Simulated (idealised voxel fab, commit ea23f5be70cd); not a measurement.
Name of the process module below: voxel transistor to metal
Xsec cut, 280 nm wide, square cell size 5 nm.
Cross-section format: a grid of square cells, given as bands from top to bottom; each band is one or more rows of cells.
For a band, the entry starts with two heights in nm, that of the top and then that of the bottom, and carries on with the band's materials in order from left to right, each alongside its width in nm; the word "throughout" beside a single material means it fills the band edge to edge, and "blank" means empty space.
Height reference: 0 = level under which incoming wafer is all one material. Lowest band: no bottom, runs on downward, e.g. "0 nm and below".
Top row gets the first number, bottom row gets the second, and each row in between changes by the same step: that is how a band width like "30..40" works.
The cross-section has no changed cell in any step marked "no change occurred".
You'll see "Sealed internal cavities" listing empty spaces that have no way open to the top, as long as they're 8 cells or more; the notation is width x height at distance, where the distance is from the left edge, and all of it is in nm.
Anything after a step's settings on that line? It's the simulator's own note about the step.
overlay nm: for a step with a mask, the amount by which the mask lay right of where it was planned; a negative amount means left of it.
### Set out below are the planned steps of the process
| 1 | RECEIVE with material Si |
| 2 | OXIDIZE with depth nm 5 |
| 3 | CONFORMAL_DEP with material SiN, thk nm 10 |
| 4 | PATTERN with tone cover, mask id ACTIVE, material resist, width nm 110, pitch nm 130, thk nm 15, overlay nm 0 |
| 5 | DIRECTIONAL_ETCH with etch materials SiN, depth nm 10 |
| 6 | DIRECTIONAL_ETCH with etch materials SiO2, depth nm 5 |
| 7 | DIRECTIONAL_ETCH with etch materials Si, depth nm 35 |
| 8 | STRIP with etch materials resist |
| 9 | FILL_DEP with material SiO2, thk nm 10 |
| 10 | CMP with height nm 10 |
| 11 | SELECTIVE_ETCH with etch materials SiO2, depth nm 10 |
| 12 | STRIP with etch materials SiN |
| 13 | SELECTIVE_ETCH with etch materials SiO2, depth nm 5 |
| 14 | OXIDIZE with depth nm 5 |
| 15 | DIRECTIONAL_DEP with material polySi, thk nm 25 |
| 16 | DIRECTIONAL_DEP with material SiCN, thk nm 15 |
| 17 | MASKED_ETCH with tone cover, mask id GATE, width nm 30, pitch nm 130, etch materials SiCN, depth nm 25, overlay nm 0 |
| 18 | MASKED_ETCH with tone cover, mask id GATE, width nm 30, pitch nm 130, etch materials polySi, depth nm 35, overlay nm 0 |
| 19 | CONFORMAL_DEP with material SiN, thk nm 10 |
| 20 | DIRECTIONAL_ETCH with etch materials SiN, depth nm 10 |
| 21 | DIRECTIONAL_ETCH with etch materials SiO2, depth nm 5 |
| 22 | DIRECTIONAL_ETCH with etch materials Si, depth nm 5 |
| 23 | EPI with material nSi, thk nm 5 |
| 24 | FILL_DEP with material SiO2, thk nm 5 |
| 25 | CMP with height nm 20 |
| 26 | STRIP with etch materials polySi |
| 27 | SELECTIVE_ETCH with etch materials SiO2, depth nm 5 |
| 28 | CONFORMAL_DEP with material HfO2, thk nm 5 |
| 29 | CONFORMAL_DEP with material TiN, thk nm 5 |
| 30 | FILL_DEP with material W, thk nm 5 |
| 31 | CMP with height nm 15 |
| 32 | DIRECTIONAL_DEP with material SiO2, thk nm 10 |
| 33 | PATTERN with tone open, mask id CONTACT, material resist, width nm 15, thk nm 15, overlay nm 0 |
| 34 | DIRECTIONAL_ETCH with etch materials SiO2, depth nm 35 |
| 35 | STRIP with etch materials resist |
| 36 | CONFORMAL_DEP with material TiN, thk nm 5 |
| 37 | FILL_DEP with material W, thk nm 10 |
| 38 | CMP with height nm 25 |
| 39 | CONFORMAL_DEP with material SiCN, thk nm 5 |
| 40 | DIRECTIONAL_DEP with material lowk, thk nm 25 |
| 41 | PATTERN with tone open, mask id METAL_1, material resist, width nm 15, thk nm 15, overlay nm 0 |
| 42 | DIRECTIONAL_ETCH with etch materials lowk, depth nm 25 |
| 43 | DIRECTIONAL_ETCH with etch materials SiCN, depth nm 5 |
| 44 | STRIP with etch materials resist |
| 45 | CONFORMAL_DEP with material TiN, thk nm 5 |
| 46 | FILL_DEP with material Ru, thk nm 5 |
| 47 | CMP with height nm 55 |
| 48 | CONFORMAL_DEP with material SiCN, thk nm 5 |
### Cross-section of the incoming wafer, state after step 1
	0 nm and below | Si throughout
	Sealed internal cavities: none
### Cross-section, first of two wafers, end of module, run as planned
	60 nm to 55 nm | SiCN throughout
	55 nm to 30 nm | lowk 30, TiN 5, Ru 5, TiN 5, lowk 60, TiN 5, Ru 5, TiN 5, lowk 40, TiN 5, Ru 5, TiN 5, lowk 60, TiN 5, Ru 5, TiN 5, lowk 30
	30 nm to 25 nm | SiCN 30, TiN 15, SiCN 60, TiN 15, SiCN 40, TiN 15, SiCN 60, TiN 15, SiCN 30
	25 nm to 15 nm | SiO2 30, TiN 5, W 5, TiN 5, SiO2 60, TiN 5, W 5, TiN 5, SiO2 40, TiN 5, W 5, TiN 5, SiO2 60, TiN 5, W 5, TiN 5, SiO2 30
	15 nm to 0 nm | SiO2 30, TiN 5, W 5, TiN 5, SiO2 5, SiN 10, HfO2 5, TiN 5, W 10, TiN 5, HfO2 5, SiN 10, SiO2 5, TiN 5, W 5, TiN 5, SiO2 40, TiN 5, W 5, TiN 5, SiO2 5, SiN 10, HfO2 5, TiN 5, W 10, TiN 5, HfO2 5, SiN 10, SiO2 5, TiN 5, W 5, TiN 5, SiO2 30
	0 nm to -5 nm | SiO2 30, TiN 5, W 5, TiN 5, SiO2 5, SiN 10, HfO2 5, TiN 20, HfO2 5, SiN 10, SiO2 5, TiN 5, W 5, TiN 5, SiO2 40, TiN 5, W 5, TiN 5, SiO2 5, SiN 10, HfO2 5, TiN 20, HfO2 5, SiN 10, SiO2 5, TiN 5, W 5, TiN 5, SiO2 30
	-5 nm to -10 nm | SiO2 30, TiN 15, nSi 5, SiO2 5, HfO2 40, SiO2 5, nSi 5, TiN 15, SiO2 40, TiN 15, nSi 5, SiO2 5, HfO2 40, SiO2 5, nSi 5, TiN 15, SiO2 30
	-10 nm to -15 nm | SiO2 20, nSi 30, Si 50, nSi 30, SiO2 20, nSi 30, Si 50, nSi 30, SiO2 20
	-15 nm to -40 nm | SiO2 20, Si 110, SiO2 20, Si 110, SiO2 20
	-40 nm and below | Si throughout
	Sealed internal cavities: none
### Wafer two, end of module, cross-section. Same start, same plan as wafer one. One mistake in the run
	60 nm to 55 nm | SiCN throughout
	55 nm to 30 nm | lowk 30, TiN 5, Ru 5, TiN 5, lowk 60, TiN 5, Ru 5, TiN 5, lowk 40, TiN 5, Ru 5, TiN 5, lowk 60, TiN 5, Ru 5, TiN 5, lowk 30
	30 nm to 25 nm | SiCN 30, TiN 15, SiCN 60, TiN 15, SiCN 40, TiN 15, SiCN 60, TiN 15, SiCN 30
	25 nm to 15 nm | SiO2 30, TiN 5, W 5, TiN 5, SiO2 60, TiN 5, W 5, TiN 5, SiO2 40, TiN 5, W 5, TiN 5, SiO2 60, TiN 5, W 5, TiN 5, SiO2 30
	15 nm to 5 nm | SiO2 30, TiN 5, W 5, TiN 5, SiO2 5, SiN 10, HfO2 5, TiN 5, W 10, TiN 5, HfO2 5, SiN 10, SiO2 5, TiN 5, W 5, TiN 5, SiO2 40, TiN 5, W 5, TiN 5, SiO2 5, SiN 10, HfO2 5, TiN 5, W 10, TiN 5, HfO2 5, SiN 10, SiO2 5, TiN 5, W 5, TiN 5, SiO2 30
	5 nm to 0 nm | SiO2 30, TiN 5, W 5, TiN 5, SiO2 5, SiN 10, HfO2 5, TiN 20, HfO2 5, SiN 10, SiO2 5, TiN 5, W 5, TiN 5, SiO2 40, TiN 5, W 5, TiN 5, SiO2 5, SiN 10, HfO2 5, TiN 20, HfO2 5, SiN 10, SiO2 5, TiN 5, W 5, TiN 5, SiO2 30
	0 nm to -5 nm | SiO2 15, SiN 10, SiO2 5, TiN 15, nSi 5, SiO2 5, HfO2 40, SiO2 5, nSi 5, TiN 15, SiO2 5, SiN 10, SiO2 10, SiN 10, SiO2 5, TiN 15, nSi 5, SiO2 5, HfO2 40, SiO2 5, nSi 5, TiN 15, SiO2 5, SiN 10, SiO2 15
	-5 nm to -10 nm | SiO2 30, nSi 20, Si 50, nSi 20, SiO2 40, nSi 20, Si 50, nSi 20, SiO2 30
	-10 nm to -40 nm | SiO2 20, Si 110, SiO2 20, Si 110, SiO2 20
	-40 nm and below | Si throughout
	Sealed internal cavities: none
What was the processing mistake? note: step 12 <-> step 13, run order reversed vs plan
Counted in cells at the end, the second wafer holds more or fewer of these materials than the first: HfO2 -4, Si +44, SiO2 -12, TiN -12, W -8, nSi -8
